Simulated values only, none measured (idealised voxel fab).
Process module under the name voxel plated lines
215 nm wide, 5 nm square cells: that's cross-section cut.
Cross-section layout: square cells on a grid; listed as bands, top to bottom; a band spans one or more cell rows. Heads up on the band format: heights come first, top then bottom, in nm. After that it's the materials left to right, each with its width in nm. A single material flagged "everywhere" fills the whole band edge to edge, and "empty" means there's empty space there. The reference from which all heights are counted is 0, the level beneath which the as-received wafer is entirely one material; the lowest band, having no lower bound, proceeds downward and is written after the example "0 down". Graded width ("30 to 40"): value in top row of band = first number; value in bottom row = second number; row-to-row change constant. "everything unchanged" -> step changed no cross-section cell. Enclosed voids (no open way to top), threshold 8 cells or more, entry "Completely sealed voids", notation width x height at distance, distance from left edge, nm. It should be noted that, on the line of a given step, the content following the step's settings is a remark produced by the simulator itself with respect to that step. For masked steps, "overlay nm" on the step line gives how far right of plan the mask actually lay; a minus sign means it lay to the left.

PLAN
1. RECEIVE with material Si
2. CONFORMAL_DEP with material SiO2, thk nm 15
3. DIRECTIONAL_DEP with material TiN, thk nm 5
4. PATTERN with tone open, mask id LINES, material resist, width nm 20, pitch nm 40, thk nm 40, overlay nm 0
5. EPI with material Ru, thk nm 10
6. EPI with material Ru, thk nm 5
7. EPI with material Ru, thk nm 5
8. STRIP with etch materials resist
9. DIRECTIONAL_ETCH with etch materials TiN, depth nm 5
10. CONFORMAL_DEP with material SiN, thk nm 10

CROSS-SECTION OF THE WAFER UPON ARRIVAL, REPRESENTING THE STATE REACHED AFTER STEP 1
* 0 down | Si everywhere
* Completely sealed voids: none

RESULT OF THE MODULE, CROSS-SECTIONED: START PER ABOVE, PLAN PER ABOVE, ONE ERROR IN HOW IT WAS RUN
* 50 to 40 | empty: 35 / SiN: 120 / empty: 60
* 40 to 25 | empty: 35 / SiN: 10 / Ru: 20 / SiN: 20 / Ru: 20 / SiN: 20 / Ru: 20 / SiN: 10 / empty: 60
* 25 to 20 | SiN: 45 / Ru: 20 / SiN: 20 / Ru: 20 / SiN: 20 / Ru: 20 / SiN: 70
* 20 to 15 | SiN: 45 / TiN: 20 / SiN: 20 / TiN: 20 / SiN: 20 / TiN: 20 / SiN: 70
* 15 to 0 | SiO2 everywhere
* 0 down | Si everywhere
* Completely sealed voids: none
what went wrong: step 4 ran as: PATTERN with tone open, mask id LINES, material resist, width nm 20, pitch nm 40, thk nm 40, overlay nm -10
